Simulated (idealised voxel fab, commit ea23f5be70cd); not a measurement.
The document below concerns the process module designated voxel gate over fins.
Each square cell in cross-section cut measures 5 nm, and the section as a whole is 215 nm wide.
A cross-section in this document is a grid of square cells, and it is written down as bands, the top band listed before the ones below it; a band is made up of one or more rows of cells. The entry gives the band's vertical extent as a top height and a bottom height in nm, then its horizontal make-up as materials from left to right, each with a width in nm. "blank" stands for empty space; a single material marked "everywhere" fills the band edge to edge. Height reference: 0 = level under which incoming wafer is all one material. Lowest band: no bottom, runs on downward, e.g. "from 0 down". Per-row width for "30..40": begins at first number (top row of band), ends at second number (bottom row), increment between rows held constant. "same as before" for a step: no cell of the cross-section changed in that step. What "Closed void register" gives you is every empty space of 8 cells or more that is cut off from the top. Each appears as width x height at distance, with the distance taken from the left edge and width, height and distance all in nm. On a step's line, text after the settings is the simulator commenting on that step. If you see "overlay nm" on a step's line and that step has a mask, it's telling you how far right of where it was planned the mask ended up; a negative number means it went left instead.
STEPS PLANNED FOR THE PROCESS
1,RECEIVE [material Si]
2,CONFORMAL_DEP [material SiN] [thk nm 10]
3,MASKED_ETCH [tone cover] [mask id FINS] [width nm 15] [pitch nm 40] [etch materials SiN] [depth nm 10] [overlay nm 0]
4,MASKED_ETCH [tone cover] [mask id FINS] [width nm 15] [pitch nm 40] [etch materials Si] [depth nm 35] [overlay nm 0]
5,OXIDIZE [depth nm 5]
6,FILL_DEP [material SiO2] [thk nm 5]
7,CMP [height nm 10]
8,SELECTIVE_ETCH [etch materials SiO2] [depth nm 20]
9,STRIP [etch materials SiN]
10,CONFORMAL_DEP [material HfO2] [thk nm 5]
11,CONFORMAL_DEP [material TiN] [thk nm 5]
12,CONFORMAL_DEP [material TiAl] [thk nm 5]
13,CONFORMAL_DEP [material TiN] [thk nm 5]
14,FILL_DEP [material W] [thk nm 10]
15,CMP [height nm 25]
16,CONFORMAL_DEP [material SiCN] [thk nm 10]
WAFER CROSS-SECTION ON RECEIPT, I.E. AFTER STEP 1
- from 0 down | Si everywhere
- Closed void register: none
CROSS-SECTION TAKEN AT MODULE COMPLETION ON THE FIRST OF TWO WAFERS; PROCESSED PER THE PLAN
- from 35 to 25 | SiCN everywhere
- from 25 to 20 | W everywhere
- from 20 to 15 | W 65 nm  TiN 85 nm  W 65 nm
- from 15 to 10 | W 65 nm  TiN 5 nm  TiAl 35 nm  TiN 5 nm  TiAl 35 nm  TiN 5 nm  W 65 nm
- from 10 to 5 | TiN 70 nm  TiAl 5 nm  TiN 25 nm  TiAl 5 nm  TiN 5 nm  TiAl 5 nm  TiN 25 nm  TiAl 5 nm  TiN 70 nm
- from 5 to 0 | TiAl 75 nm  TiN 5 nm  HfO2 15 nm  TiN 5 nm  TiAl 15 nm  TiN 5 nm  HfO2 15 nm  TiN 5 nm  TiAl 75 nm
- from 0 to -5 | TiN 80 nm  HfO2 5 nm  Si 5 nm  HfO2 5 nm  TiN 25 nm  HfO2 5 nm  Si 5 nm  HfO2 5 nm  TiN 80 nm
- from -5 to -10 | HfO2 85 nm  Si 5 nm  HfO2 35 nm  Si 5 nm  HfO2 85 nm
- from -10 to -40 | SiO2 85 nm  Si 5 nm  SiO2 35 nm  Si 5 nm  SiO2 85 nm
- from -40 down | Si everywhere
- Closed void register: none
THE SECOND WAFER, SHOWN IN CROSS-SECTION AFTER THE MODULE: STARTED THE SAME WAY AS THE FIRST AND GIVEN THE SAME PLAN, YET ONE MISTAKE CREPT INTO HOW IT WAS RUN
- from 35 to 25 | SiCN everywhere
- from 25 to 20 | W everywhere
- from 20 to 15 | W 70 nm  TiN 85 nm  W 60 nm
- from 15 to 10 | W 65 nm  TiN 10 nm  TiAl 35 nm  TiN 5 nm  TiAl 35 nm  TiN 5 nm  W 60 nm
- from 10 to 5 | TiN 70 nm  TiAl 10 nm  TiN 25 nm  TiAl 15 nm  TiN 25 nm  TiAl 5 nm  TiN 65 nm
- from 5 to 0 | TiAl 75 nm  TiN 10 nm  HfO2 15 nm  TiN 5 nm  TiAl 10 nm  TiN 10 nm  HfO2 15 nm  TiN 5 nm  TiAl 70 nm
- from 0 to -5 | TiN 80 nm  HfO2 10 nm  Si 5 nm  HfO2 5 nm  TiN 20 nm  HfO2 10 nm  Si 5 nm  HfO2 5 nm  TiN 75 nm
- from -5 to -10 | HfO2 85 nm  Si 10 nm  HfO2 30 nm  Si 10 nm  HfO2 80 nm
- from -10 to -40 | SiO2 85 nm  Si 10 nm  SiO2 30 nm  Si 10 nm  SiO2 80 nm
- from -40 down | Si everywhere
- Closed void register: none
Deviation from plan: contrary to plan, step 3 was performed as MASKED_ETCH [tone cover] [mask id FINS] [width nm 15] [pitch nm 40] [etch materials SiN] [depth nm 10] [overlay nm 5]
at the end the second wafer has, in cells: Si +14; SiO2 -12; TiN -1; W -1
